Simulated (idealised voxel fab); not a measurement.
The process module presented herein is designated voxel self aligned contacts.
The cross-section shown here is cut; it is 280 nm wide and divided into square cells measuring 5 nm on a side.
A cross-section in this document is a grid of square cells, and it is written down as bands, the top band listed before the ones below it; a band is made up of one or more rows of cells. Heads up on the band format: heights come first, top then bottom, in nm. After that it's the materials left to right, each with its width in nm. A single material flagged "everywhere" fills the whole band edge to edge, and "blank" means there's empty space there. Height datum 0, below which the as-received substrate wafer is one material. Lowest band open at the bottom, running downward: "from 0 down". A width such as "30 to 40" changes by the same amount from each row of cells to the next, from the band's top row to its bottom row. A step reported as "left unchanged" is a step in which no cell of the cross-section changed. Voids not open to the top, 8 cells minimum: see "Fully enclosed voids". Written width x height at distance; distance is from the left edge; nm. What comes after the settings on a step's line is commentary from the simulator itself on that step. The line of a step may include "overlay nm". On a step with a mask, this value is how far to the right of its planned place the mask lay. A negative value means the mask lay to the left.

# These are the steps we planned for the process
| 1 | RECEIVE: material Si |
| 2 | OXIDIZE: depth nm 5 |
| 3 | DIRECTIONAL_DEP: material polySi, thk nm 25 |
| 4 | DIRECTIONAL_DEP: material SiN, thk nm 20 |
| 5 | MASKED_ETCH: tone cover, mask id GATE, width nm 30, pitch nm 65, etch materials SiN, depth nm 20, overlay nm 0 |
| 6 | MASKED_ETCH: tone cover, mask id GATE, width nm 30, pitch nm 65, etch materials polySi, depth nm 25, overlay nm 0 |
| 7 | CONFORMAL_DEP: material SiN, thk nm 10 |
| 8 | DIRECTIONAL_ETCH: etch materials SiN, depth nm 10 |
| 9 | FILL_DEP: material SiO2, thk nm 10 |
| 10 | CMP: height nm 50 |
| 11 | PATTERN: tone open, mask id CONTACT, material resist, width nm 45, pitch nm 65, thk nm 15, overlay nm 0 |
| 12 | DIRECTIONAL_ETCH: etch materials SiO2, depth nm 55 |
| 13 | STRIP: etch materials resist |
| 14 | CONFORMAL_DEP: material TiN, thk nm 5 |
| 15 | FILL_DEP: material W, thk nm 5 |
| 16 | CMP: height nm 50 |
| 17 | CONFORMAL_DEP: material SiCN, thk nm 5 |

# Received-state cross-section, reflecting completion of step 1
    from 0 down: Si everywhere
    Fully enclosed voids: none

# Here's the wafer cut in cross-section after the module, started and planned just like above, except one thing was done wrong in the run
    from 55 to 50: SiN everywhere
    from 50 to 45: SiO2 85; TiN 20; W 5; TiN 20; SiO2 20; TiN 20; W 5; TiN 20; SiO2 85
    from 45 to 25: SiO2 50; SiN 50; TiN 5; W 5; TiN 5; SiN 50; TiN 5; W 5; TiN 5; SiN 50; SiO2 50
    from 25 to 0: SiO2 50; SiN 10; polySi 30; SiN 10; TiN 5; W 5; TiN 5; SiN 10; polySi 30; SiN 10; TiN 5; W 5; TiN 5; SiN 10; polySi 30; SiN 10; SiO2 50
    from 0 to -5: SiO2 100; TiN 15; SiO2 50; TiN 15; SiO2 100
    from -5 down: Si everywhere
    Fully enclosed voids: none
The mistake made against the process plan was this: off-plan run, step 17, actual operation and settings CONFORMAL_DEP: material SiN, thk nm 5
